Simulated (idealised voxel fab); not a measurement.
Process module heading - voxel air gaps
Shown is cross-section cut, with a width of 215 nm and square cells of size 5 nm.
In this document a cross-section is written as a grid of square cells. It is given as a series of bands, listed from the top down, and a band is one or more rows of cells. Each band's line starts with the height of the band's top and of its bottom, in nm. Then come its materials from left to right, each with its width in nm. One material with "full width" fills the band from edge to edge. "air" is empty space. For the purposes of this specification, 0 denotes the height below which the wafer in its as-received condition is composed wholly of one material, and the lowermost band, lacking a lower limit, extends downward without end, as expressed in "z 0 and below". Think of "30->40" as a width that walks from the first number to the second as you go down the band, top row to bottom row, taking equal-sized steps from row to row. Where the words "nothing changed" appear for a step, the cross-section shows no cell changed by that step; every cell remained as before. The label "Sealed internal cavities" introduces a list of the empty spaces, 8 cells or larger, that have no open way up to the top; each entry in it reads width x height at distance, where the distance is taken from the left edge and all three are stated in nm. On each step's line, the part that comes after the settings is the simulator's own comment on the step. What "overlay nm" on a step's line means: if the step has a mask, that mask lay this far to the right of its planned place, or, when the value is negative, to the left.

# Process steps foreseen in the plan
step 1: RECEIVE: material Si
step 2: CONFORMAL_DEP: material SiO2, thk nm 10
step 3: CONFORMAL_DEP: material SiCN, thk nm 5
step 4: DIRECTIONAL_DEP: material lowk, thk nm 40
step 5: DIRECTIONAL_DEP: material aC, thk nm 10
step 6: PATTERN: tone open, mask id LINES, material resist, width nm 15, pitch nm 50, thk nm 30, overlay nm 0
step 7: DIRECTIONAL_ETCH: etch materials aC, depth nm 10
step 8: STRIP: etch materials resist
step 9: DIRECTIONAL_ETCH: etch materials lowk, depth nm 40
step 10: STRIP: etch materials aC
step 11: CONFORMAL_DEP: material TiN, thk nm 5
step 12: FILL_DEP: material Cu, thk nm 5
step 13: CMP: height nm 55
step 14: EPI: material Ru, thk nm 10
step 15: SELECTIVE_ETCH: etch materials lowk, depth nm 50
step 16: CONFORMAL_DEP: material SiCN, thk nm 5
What sets these wafers apart? The width nm at step 6. They all start alike, and the plan carries the first wafer's value.

# After step 1, as received: first of several wafers, cross-section
> z 0 and below = Si full width
> Sealed internal cavities: none

# Rows = wafers. At module end, each row lists per material the cells gained (+) or lost (-) since the wafer was received, then the closed voids
width nm 15 | +21 Cu | +42 Ru | +170 SiCN | +86 SiO2 | +51 TiN | Sealed internal cavities: none
width nm 20 | +42 Cu | +48 Ru | +170 SiCN | +86 SiO2 | +54 TiN | Sealed internal cavities: 20 x 30 at 70; 20 x 30 at 120
width nm 25 | +63 Cu | +54 Ru | +162 SiCN | +86 SiO2 | +57 TiN | Sealed internal cavities: 15 x 30 at 75; 15 x 30 at 125
width nm 30 | +84 Cu | +60 Ru | +114 SiCN | +86 SiO2 | +60 TiN | +64 lowk | Sealed internal cavities: none
width nm 35 | +105 Cu | +62 Ru | +114 SiCN | +86 SiO2 | +63 TiN | +48 lowk | Sealed internal cavities: none
